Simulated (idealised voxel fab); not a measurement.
process module | voxel air gaps
cross-section cut | 270 nm wide | cells 5 nm
A cross-section is a grid of square cells, given in bands from the top down. A band is one or more rows of cells.
Each band's line starts with the height of the band's top and of its bottom, in nm. Then come its materials from left to right, each with its width in nm. One material with "throughout" fills the band from edge to edge. "air" is empty space.
Height 0 is the level under which the wafer as received is all one material. The lowest band goes on downwards, as in "0 down".
A width such as "30 to 40" changes by the same amount from each row of cells to the next, from the band's top row to its bottom row.
"no change" after a step means that no cell of the cross-section changed.
closed voids: empty space of 8 cells or more with no open way to the top, each as width x height at its distance from the left edge, in nm
after a step's settings: what the simulator itself notes on the step
overlay nm, on a step with a mask: how far to the right of its planned place the mask lay; to the left if negative
plan
1 op RECEIVE | material Si
2 op CONFORMAL_DEP | material SiO2 | thk nm 10
3 op CONFORMAL_DEP | material SiN | thk nm 5
4 op DIRECTIONAL_DEP | material lowk | thk nm 20
5 op PATTERN | tone open | mask id LINES | material resist | width nm 20 | pitch nm 45 | thk nm 20 | overlay nm 0
6 op DIRECTIONAL_ETCH | etch materials lowk | depth nm 30
7 op STRIP | etch materials resist
8 op CONFORMAL_DEP | material TiN | thk nm 5
9 op FILL_DEP | material Ru | thk nm 10
10 op CMP | height nm 45
11 op EPI | material Ru | thk nm 10
12 op SELECTIVE_ETCH | etch materials lowk | depth nm 40
13 op CONFORMAL_DEP | material SiCN | thk nm 5
varied across the wafers: thk nm of step 4. The plan shows the first wafer's value. All wafers start alike
first wafer as received, after step 1
  0 down: Si throughout
  closed voids: none
each wafer at the end: cells of each material gained (+) or lost (-) since it was received, then its closed voids
thk nm 20 | +186 Ru | +54 SiCN | +54 SiN | +108 SiO2 | +78 TiN | +168 lowk | closed voids: none
thk nm 25 | +138 Ru | +54 SiCN | +54 SiN | +108 SiO2 | +84 TiN | +210 lowk | closed voids: none
thk nm 30 | +78 Ru | +118 SiCN | +54 SiN | +108 SiO2 | +42 TiN | closed voids: 15 x 20 at 105; 15 x 20 at 150
